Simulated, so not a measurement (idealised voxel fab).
Herein follows the process module entitled voxel wiring stack.
cross-section cut | 175 nm wide | cells 5 nm
A cross-section in this document is a grid of square cells, and it is written down as bands, the top band listed before the ones below it; a band is made up of one or more rows of cells. Read a band's entry like this: the first values are the height of its top and the height of its bottom in nm, and what follows is the sequence of materials from left to right, each with its width in nm. Note that "blank" is empty space, and that a single material marked "everywhere" reaches across the band from edge to edge. Beneath 0, the wafer as received is one material, and that level is where height counting begins. The lowest band goes on downward without a bottom; it is written like "0 down". Graded width ("30->40"): value in top row of band = first number; value in bottom row = second number; row-to-row change constant. Take "all unchanged" at face value: in the step it is given for, the cross-section changed in none of its cells. Closed empty spaces (no open way to the top) of 8 cells or more are what "Enclosed void catalog" lists, each as width x height at distance from the left edge, nm for all three. after a step's settings: what the simulator itself notes on the step. The line of a step may include "overlay nm". On a step with a mask, this value is how far to the right of its planned place the mask lay. A negative value means the mask lay to the left.

**The following list gives the planned process steps**
1) RECEIVE with material Si
2) CONFORMAL_DEP with material SiO2, thk nm 15
3) DIRECTIONAL_DEP with material TiN, thk nm 5
4) DIRECTIONAL_DEP with material Ru, thk nm 25
5) DIRECTIONAL_DEP with material aC, thk nm 15
6) PATTERN with tone cover, mask id METAL_1, material resist, width nm 30, pitch nm 50, thk nm 30, overlay nm 0
7) DIRECTIONAL_ETCH with etch materials aC, depth nm 15
8) STRIP with etch materials resist
9) DIRECTIONAL_ETCH with etch materials Ru, depth nm 25
10) DIRECTIONAL_ETCH with etch materials TiN, depth nm 5
11) STRIP with etch materials aC
12) FILL_DEP with material lowk, thk nm 10
13) CMP with height nm 45
14) CONFORMAL_DEP with material SiCN, thk nm 5
15) DIRECTIONAL_DEP with material SiO2, thk nm 30
16) MASKED_ETCH with tone open, mask id METAL_2, width nm 30, pitch nm 50, etch materials SiO2, depth nm 15, overlay nm 0
17) PATTERN with tone open, mask id METAL_2_HOLES, material resist, width nm 15, pitch nm 50, thk nm 20, overlay nm 0
18) DIRECTIONAL_ETCH with etch materials SiO2, depth nm 15
19) DIRECTIONAL_ETCH with etch materials SiCN, depth nm 5
20) STRIP with etch materials resist
21) CONFORMAL_DEP with material TiN, thk nm 5
22) FILL_DEP with material Ru, thk nm 10
23) CMP with height nm 80
24) CONFORMAL_DEP with material SiCN, thk nm 5
25) DIRECTIONAL_DEP with material lowk, thk nm 10
26) PATTERN with tone open, mask id PLUG_2, material resist, width nm 15, thk nm 20, overlay nm 0
27) DIRECTIONAL_ETCH with etch materials lowk, depth nm 10
28) DIRECTIONAL_ETCH with etch materials SiCN, depth nm 5
29) STRIP with etch materials resist
30) EPI with material Ru, thk nm 10
31) EPI with material Ru, thk nm 5
32) DIRECTIONAL_DEP with material TiN, thk nm 5
33) DIRECTIONAL_DEP with material Ru, thk nm 20
34) DIRECTIONAL_DEP with material aC, thk nm 10
35) PATTERN with tone cover, mask id METAL_3, material resist, width nm 30, pitch nm 50, thk nm 30, overlay nm 0
36) DIRECTIONAL_ETCH with etch materials aC, depth nm 10
37) STRIP with etch materials resist
38) DIRECTIONAL_ETCH with etch materials Ru, depth nm 20
39) DIRECTIONAL_ETCH with etch materials TiN, depth nm 5
40) STRIP with etch materials aC
41) FILL_DEP with material lowk, thk nm 5
42) CMP with height nm 120
43) CONFORMAL_DEP with material SiCN, thk nm 5

**Step 1 complete: cross-section of the wafer as received**
* 0 down: Si everywhere
* Enclosed void catalog: none

**Module complete - cross-section of the first of two wafers, run according to plan**
* 125 to 120: SiCN everywhere
* 120 to 100: 45 of lowk; 30 of Ru; 20 of lowk; 30 of Ru; 50 of lowk
* 100 to 95: 45 of lowk; 30 of TiN; 20 of lowk; 30 of TiN; 50 of lowk
* 95 to 85: 45 of lowk; 15 of Ru; 115 of lowk
* 85 to 80: 45 of SiCN; 15 of Ru; 115 of SiCN
* 80 to 70: 45 of SiO2; 5 of TiN; 20 of Ru; 5 of TiN; 20 of SiO2; 5 of TiN; 20 of Ru; 5 of TiN; 50 of SiO2
* 70 to 65: 45 of SiO2; 5 of TiN; 5 of Ru; 20 of TiN; 20 of SiO2; 5 of TiN; 5 of Ru; 20 of TiN; 50 of SiO2
* 65 to 50: 45 of SiO2; 5 of TiN; 5 of Ru; 5 of TiN; 35 of SiO2; 5 of TiN; 5 of Ru; 5 of TiN; 65 of SiO2
* 50 to 45: 45 of SiCN; 15 of TiN; 35 of SiCN; 15 of TiN; 65 of SiCN
* 45 to 20: 45 of lowk; 30 of Ru; 20 of lowk; 30 of Ru; 50 of lowk
* 20 to 15: 45 of lowk; 30 of TiN; 20 of lowk; 30 of TiN; 50 of lowk
* 15 to 0: SiO2 everywhere
* 0 down: Si everywhere
* Enclosed void catalog: none

**Wafer two, sectioned after the module: the first wafer's start, the first wafer's plan, and one mistake in how it was run**
* 135 to 120: SiCN everywhere
* 120 to 100: 45 of lowk; 30 of Ru; 20 of lowk; 30 of Ru; 50 of lowk
* 100 to 95: 45 of lowk; 30 of TiN; 20 of lowk; 30 of TiN; 50 of lowk
* 95 to 85: 45 of lowk; 15 of Ru; 115 of lowk
* 85 to 80: 45 of SiCN; 15 of Ru; 115 of SiCN
* 80 to 70: 45 of SiO2; 5 of TiN; 20 of Ru; 5 of TiN; 20 of SiO2; 5 of TiN; 20 of Ru; 5 of TiN; 50 of SiO2
* 70 to 65: 45 of SiO2; 5 of TiN; 5 of Ru; 20 of TiN; 20 of SiO2; 5 of TiN; 5 of Ru; 20 of TiN; 50 of SiO2
* 65 to 50: 45 of SiO2; 5 of TiN; 5 of Ru; 5 of TiN; 35 of SiO2; 5 of TiN; 5 of Ru; 5 of TiN; 65 of SiO2
* 50 to 45: 45 of SiCN; 15 of TiN; 35 of SiCN; 15 of TiN; 65 of SiCN
* 45 to 20: 45 of lowk; 30 of Ru; 20 of lowk; 30 of Ru; 50 of lowk
* 20 to 15: 45 of lowk; 30 of TiN; 20 of lowk; 30 of TiN; 50 of lowk
* 15 to 0: SiO2 everywhere
* 0 down: Si everywhere
* Enclosed void catalog: none
Heads up, the wafer didn't run the way we planned it: step 43 was run on a setting that differed from the plan, and what really ran there is CONFORMAL_DEP with material SiCN, thk nm 15
End of process, cell counts, second wafer against first, materials with more or fewer: SiCN: 70 more
